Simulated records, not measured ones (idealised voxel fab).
The following is a process module called voxel self aligned contacts.
For reference, the cross-section in this document is cut, with width 185 nm and square cells of 5 nm.
In this document a cross-section is written as a grid of square cells. It is given as a series of bands, listed from the top down, and a band is one or more rows of cells. The band entry comprises the height of the band's top followed by the height of its bottom, expressed in nm, and subsequently the band's materials from left to right, each stated together with its width in nm. Where a single material is marked with the word "full width", that material fills the band from edge to edge. The word "blank" represents empty space. Convention: height 0 is the level below which the wafer, as received, is all one material. The lowest band does not terminate at the bottom but continues downward, represented as "from 0 down". Width: "30 to 40" (first number = top row, second number = bottom row, same change from row to row of cells). Given "no alterations made" for a step, no cell of the cross-section differs between before and after that step. Heads up: "Closed-off voids" only lists the empty pockets with no open path to the top that are 8 cells or more, and it writes them as width x height at distance, distance from the left edge, in nm. On a step's line, text after the settings is the simulator commenting on that step. Among the settings permitted on a step's line is "overlay nm"; applied to a step with a mask, it specifies the extent to which the mask lay to the right of its planned position, whereas a negative figure signifies a position to the left.
-- Planned process steps
1,op RECEIVE | material Si
2,op CONFORMAL_DEP | material SiO2 | thk nm 5
3,op DIRECTIONAL_DEP | material polySi | thk nm 20
4,op DIRECTIONAL_DEP | material SiN | thk nm 20
5,op PATTERN | tone cover | mask id GATE | material resist | width nm 25 | pitch nm 60 | thk nm 15 | overlay nm 0
6,op DIRECTIONAL_ETCH | etch materials SiN | depth nm 20
7,op DIRECTIONAL_ETCH | etch materials polySi | depth nm 20
8,op STRIP | etch materials resist
9,op CONFORMAL_DEP | material SiN | thk nm 5
10,op DIRECTIONAL_ETCH | etch materials SiN | depth nm 5
11,op FILL_DEP | material SiO2 | thk nm 15
12,op CMP | height nm 50
13,op PATTERN | tone open | mask id CONTACT | material resist | width nm 45 | thk nm 15 | overlay nm 0
14,op DIRECTIONAL_ETCH | etch materials SiO2 | depth nm 50
15,op STRIP | etch materials resist
16,op CONFORMAL_DEP | material TiN | thk nm 5
17,op FILL_DEP | material Ru | thk nm 5
18,op CMP | height nm 50
19,op CONFORMAL_DEP | material SiN | thk nm 5
-- First wafer, two in total, run as planned
-- So this is the incoming wafer in cross-section - it's already been through step 1
- from 0 down = Si full width
- Closed-off voids: none
-- Once step 2 is through, the wafer looks like this in cross-section
- from 5 to 0 = SiO2 full width
- Nothing below the height 0 has changed.
-- Once step 3 is through, the wafer looks like this in cross-section
- from 25 to 5 = polySi full width
- Nothing below the height 5 has changed.
-- Once step 4 is through, the wafer looks like this in cross-section
- from 45 to 25 = SiN full width
- Nothing below the height 25 has changed.
-- Once step 5 is through, the wafer looks like this in cross-section
- from 60 to 45 = 50 nm blank | 25 nm resist | 35 nm blank | 25 nm resist | 50 nm blank
- Nothing below the height 45 has changed.
-- Once step 6 is through, the wafer looks like this in cross-section
- from 60 to 45 = 50 nm blank | 25 nm resist | 35 nm blank | 25 nm resist | 50 nm blank
- from 45 to 25 = 50 nm blank | 25 nm SiN | 35 nm blank | 25 nm SiN | 50 nm blank
- Nothing below the height 25 has changed.
-- Once step 7 is through, the wafer looks like this in cross-section
- from 60 to 45 = 50 nm blank | 25 nm resist | 35 nm blank | 25 nm resist | 50 nm blank
- from 45 to 25 = 50 nm blank | 25 nm SiN | 35 nm blank | 25 nm SiN | 50 nm blank
- from 25 to 5 = 50 nm blank | 25 nm polySi | 35 nm blank | 25 nm polySi | 50 nm blank
- Nothing below the height 5 has changed.
-- Once step 8 is through, the wafer looks like this in cross-section
- from 45 to 25 = 50 nm blank | 25 nm SiN | 35 nm blank | 25 nm SiN | 50 nm blank
- Nothing below the height 25 has changed.
-- Once step 9 is through, the wafer looks like this in cross-section
- from 50 to 25 = 45 nm blank | 35 nm SiN | 25 nm blank | 35 nm SiN | 45 nm blank
- from 25 to 10 = 45 nm blank | 5 nm SiN | 25 nm polySi | 5 nm SiN | 25 nm blank | 5 nm SiN | 25 nm polySi | 5 nm SiN | 45 nm blank
- from 10 to 5 = 50 nm SiN | 25 nm polySi | 35 nm SiN | 25 nm polySi | 50 nm SiN
- Nothing below the height 5 has changed.
-- Once step 10 is through, the wafer looks like this in cross-section
- from 45 to 25 = 45 nm blank | 35 nm SiN | 25 nm blank | 35 nm SiN | 45 nm blank
- from 25 to 5 = 45 nm blank | 5 nm SiN | 25 nm polySi | 5 nm SiN | 25 nm blank | 5 nm SiN | 25 nm polySi | 5 nm SiN | 45 nm blank
- Nothing below the height 5 has changed.
-- Once step 11 is through, the wafer looks like this in cross-section
- from 60 to 45 = SiO2 full width
- from 45 to 25 = 45 nm SiO2 | 35 nm SiN | 25 nm SiO2 | 35 nm SiN | 45 nm SiO2
- from 25 to 5 = 45 nm SiO2 | 5 nm SiN | 25 nm polySi | 5 nm SiN | 25 nm SiO2 | 5 nm SiN | 25 nm polySi | 5 nm SiN | 45 nm SiO2
- Nothing below the height 5 has changed.
-- Once step 12 is through, the wafer looks like this in cross-section
- from 50 to 45 = SiO2 full width
- Nothing below the height 45 has changed.
-- Once step 13 is through, the wafer looks like this in cross-section
- from 65 to 50 = 70 nm resist | 45 nm blank | 70 nm resist
- Nothing below the height 50 has changed.
-- Once step 14 is through, the wafer looks like this in cross-section
- from 65 to 50 = 70 nm resist | 45 nm blank | 70 nm resist
- from 50 to 45 = 70 nm SiO2 | 45 nm blank | 70 nm SiO2
- from 45 to 25 = 45 nm SiO2 | 35 nm SiN | 25 nm blank | 35 nm SiN | 45 nm SiO2
- from 25 to 5 = 45 nm SiO2 | 5 nm SiN | 25 nm polySi | 5 nm SiN | 25 nm blank | 5 nm SiN | 25 nm polySi | 5 nm SiN | 45 nm SiO2
- from 5 to 0 = 80 nm SiO2 | 25 nm blank | 80 nm SiO2
- Nothing below the height 0 has changed.
-- Once step 15 is through, the wafer looks like this in cross-section
- from 50 to 45 = 70 nm SiO2 | 45 nm blank | 70 nm SiO2
- Nothing below the height 45 has changed.
-- Once step 16 is through, the wafer looks like this in cross-section
- from 55 to 50 = 75 nm TiN | 35 nm blank | 75 nm TiN
- from 50 to 45 = 70 nm SiO2 | 15 nm TiN | 15 nm blank | 15 nm TiN | 70 nm SiO2
- from 45 to 25 = 45 nm SiO2 | 35 nm SiN | 5 nm TiN | 15 nm blank | 5 nm TiN | 35 nm SiN | 45 nm SiO2
- from 25 to 5 = 45 nm SiO2 | 5 nm SiN | 25 nm polySi | 5 nm SiN | 5 nm TiN | 15 nm blank | 5 nm TiN | 5 nm SiN | 25 nm polySi | 5 nm SiN | 45 nm SiO2
- from 5 to 0 = 80 nm SiO2 | 25 nm TiN | 80 nm SiO2
- Nothing below the height 0 has changed.
-- Once step 17 is through, the wafer looks like this in cross-section
- from 60 to 55 = Ru full width
- from 55 to 50 = 75 nm TiN | 35 nm Ru | 75 nm TiN
- from 50 to 45 = 70 nm SiO2 | 15 nm TiN | 15 nm Ru | 15 nm TiN | 70 nm SiO2
- from 45 to 25 = 45 nm SiO2 | 35 nm SiN | 5 nm TiN | 15 nm Ru | 5 nm TiN | 35 nm SiN | 45 nm SiO2
- from 25 to 5 = 45 nm SiO2 | 5 nm SiN | 25 nm polySi | 5 nm SiN | 5 nm TiN | 15 nm Ru | 5 nm TiN | 5 nm SiN | 25 nm polySi | 5 nm SiN | 45 nm SiO2
- Nothing below the height 5 has changed.
-- Once step 18 is through, the wafer looks like this in cross-section
- from 50 to 45 = 70 nm SiO2 | 15 nm TiN | 15 nm Ru | 15 nm TiN | 70 nm SiO2
- Nothing below the height 45 has changed.
-- Once step 19 is through, the wafer looks like this in cross-section
- from 55 to 50 = SiN full width
- Nothing below the height 50 has changed.
-- Wafer two. Identical start, identical plan. One mistake in execution. Identical history through step 4
-- Cross-sectional representation of the second wafer at the time designated in the plan for the completion of step 5
- from 60 to 45 = 45 nm blank | 35 nm resist | 25 nm blank | 35 nm resist | 45 nm blank
- Nothing below the height 45 has changed.
-- Cross-sectional representation of the second wafer at the time designated in the plan for the completion of step 6
- from 60 to 45 = 45 nm blank | 35 nm resist | 25 nm blank | 35 nm resist | 45 nm blank
- from 45 to 25 = 45 nm blank | 35 nm SiN | 25 nm blank | 35 nm SiN | 45 nm blank
- Nothing below the height 25 has changed.
-- Cross-sectional representation of the second wafer at the time designated in the plan for the completion of step 7
- from 60 to 45 = 45 nm blank | 35 nm resist | 25 nm blank | 35 nm resist | 45 nm blank
- from 45 to 25 = 45 nm blank | 35 nm SiN | 25 nm blank | 35 nm SiN | 45 nm blank
- from 25 to 5 = 45 nm blank | 35 nm polySi | 25 nm blank | 35 nm polySi | 45 nm blank
- Nothing below the height 5 has changed.
-- Cross-sectional representation of the second wafer at the time designated in the plan for the completion of step 8
- from 45 to 25 = 45 nm blank | 35 nm SiN | 25 nm blank | 35 nm SiN | 45 nm blank
- Nothing below the height 25 has changed.
-- Cross-sectional representation of the second wafer at the time designated in the plan for the completion of step 9
- from 50 to 25 = 40 nm blank | 45 nm SiN | 15 nm blank | 45 nm SiN | 40 nm blank
- from 25 to 10 = 40 nm blank | 5 nm SiN | 35 nm polySi | 5 nm SiN | 15 nm blank | 5 nm SiN | 35 nm polySi | 5 nm SiN | 40 nm blank
- from 10 to 5 = 45 nm SiN | 35 nm polySi | 25 nm SiN | 35 nm polySi | 45 nm SiN
- Nothing below the height 5 has changed.
-- Cross-sectional representation of the second wafer at the time designated in the plan for the completion of step 10
- from 45 to 25 = 40 nm blank | 45 nm SiN | 15 nm blank | 45 nm SiN | 40 nm blank
- from 25 to 5 = 40 nm blank | 5 nm SiN | 35 nm polySi | 5 nm SiN | 15 nm blank | 5 nm SiN | 35 nm polySi | 5 nm SiN | 40 nm blank
- Nothing below the height 5 has changed.
-- Cross-sectional representation of the second wafer at the time designated in the plan for the completion of step 11
- from 60 to 45 = SiO2 full width
- from 45 to 25 = 40 nm SiO2 | 45 nm SiN | 15 nm SiO2 | 45 nm SiN | 40 nm SiO2
- from 25 to 5 = 40 nm SiO2 | 5 nm SiN | 35 nm polySi | 5 nm SiN | 15 nm SiO2 | 5 nm SiN | 35 nm polySi | 5 nm SiN | 40 nm SiO2
- Nothing below the height 5 has changed.
-- Cross-sectional representation of the second wafer at the time designated in the plan for the completion of step 12
- from 50 to 45 = SiO2 full width
- Nothing below the height 45 has changed.
-- Cross-sectional representation of the second wafer at the time designated in the plan for the completion of step 13
- from 65 to 50 = 70 nm resist | 45 nm blank | 70 nm resist
- Nothing below the height 50 has changed.
-- Cross-sectional representation of the second wafer at the time designated in the plan for the completion of step 14
- from 65 to 50 = 70 nm resist | 45 nm blank | 70 nm resist
- from 50 to 45 = 70 nm SiO2 | 45 nm blank | 70 nm SiO2
- from 45 to 25 = 40 nm SiO2 | 45 nm SiN | 15 nm blank | 45 nm SiN | 40 nm SiO2
- from 25 to 5 = 40 nm SiO2 | 5 nm SiN | 35 nm polySi | 5 nm SiN | 15 nm blank | 5 nm SiN | 35 nm polySi | 5 nm SiN | 40 nm SiO2
- from 5 to 0 = 85 nm SiO2 | 15 nm blank | 85 nm SiO2
- Nothing below the height 0 has changed.
-- Cross-sectional representation of the second wafer at the time designated in the plan for the completion of step 15
- from 50 to 45 = 70 nm SiO2 | 45 nm blank | 70 nm SiO2
- Nothing below the height 45 has changed.
-- Cross-sectional representation of the second wafer at the time designated in the plan for the completion of step 16
- from 55 to 50 = 75 nm TiN | 35 nm blank | 75 nm TiN
- from 50 to 45 = 70 nm SiO2 | 20 nm TiN | 5 nm blank | 20 nm TiN | 70 nm SiO2
- from 45 to 25 = 40 nm SiO2 | 45 nm SiN | 5 nm TiN | 5 nm blank | 5 nm TiN | 45 nm SiN | 40 nm SiO2
- from 25 to 5 = 40 nm SiO2 | 5 nm SiN | 35 nm polySi | 5 nm SiN | 5 nm TiN | 5 nm blank | 5 nm TiN | 5 nm SiN | 35 nm polySi | 5 nm SiN | 40 nm SiO2
- from 5 to 0 = 85 nm SiO2 | 15 nm TiN | 85 nm SiO2
- Nothing below the height 0 has changed.
-- Cross-sectional representation of the second wafer at the time designated in the plan for the completion of step 17
- from 60 to 55 = Ru full width
- from 55 to 50 = 75 nm TiN | 35 nm Ru | 75 nm TiN
- from 50 to 45 = 70 nm SiO2 | 20 nm TiN | 5 nm Ru | 20 nm TiN | 70 nm SiO2
- from 45 to 25 = 40 nm SiO2 | 45 nm SiN | 5 nm TiN | 5 nm Ru | 5 nm TiN | 45 nm SiN | 40 nm SiO2
- from 25 to 5 = 40 nm SiO2 | 5 nm SiN | 35 nm polySi | 5 nm SiN | 5 nm TiN | 5 nm Ru | 5 nm TiN | 5 nm SiN | 35 nm polySi | 5 nm SiN | 40 nm SiO2
- Nothing below the height 5 has changed.
-- Cross-sectional representation of the second wafer at the time designated in the plan for the completion of step 18
- from 50 to 45 = 70 nm SiO2 | 20 nm TiN | 5 nm Ru | 20 nm TiN | 70 nm SiO2
- Nothing below the height 45 has changed.
-- Cross-sectional representation of the second wafer at the time designated in the plan for the completion of step 19
- from 55 to 50 = SiN full width
- Nothing below the height 50 has changed.
Error vs. plan: step 5 was run on a setting that differed from the plan, and what really ran there is op PATTERN | tone cover | mask id GATE | material resist | width nm 35 | pitch nm 60 | thk nm 15 | overlay nm 0
Final comparison by cell count, materials where the second wafer has more or fewer than the first: -18 Ru | +16 SiN | -14 SiO2 | +16 polySi
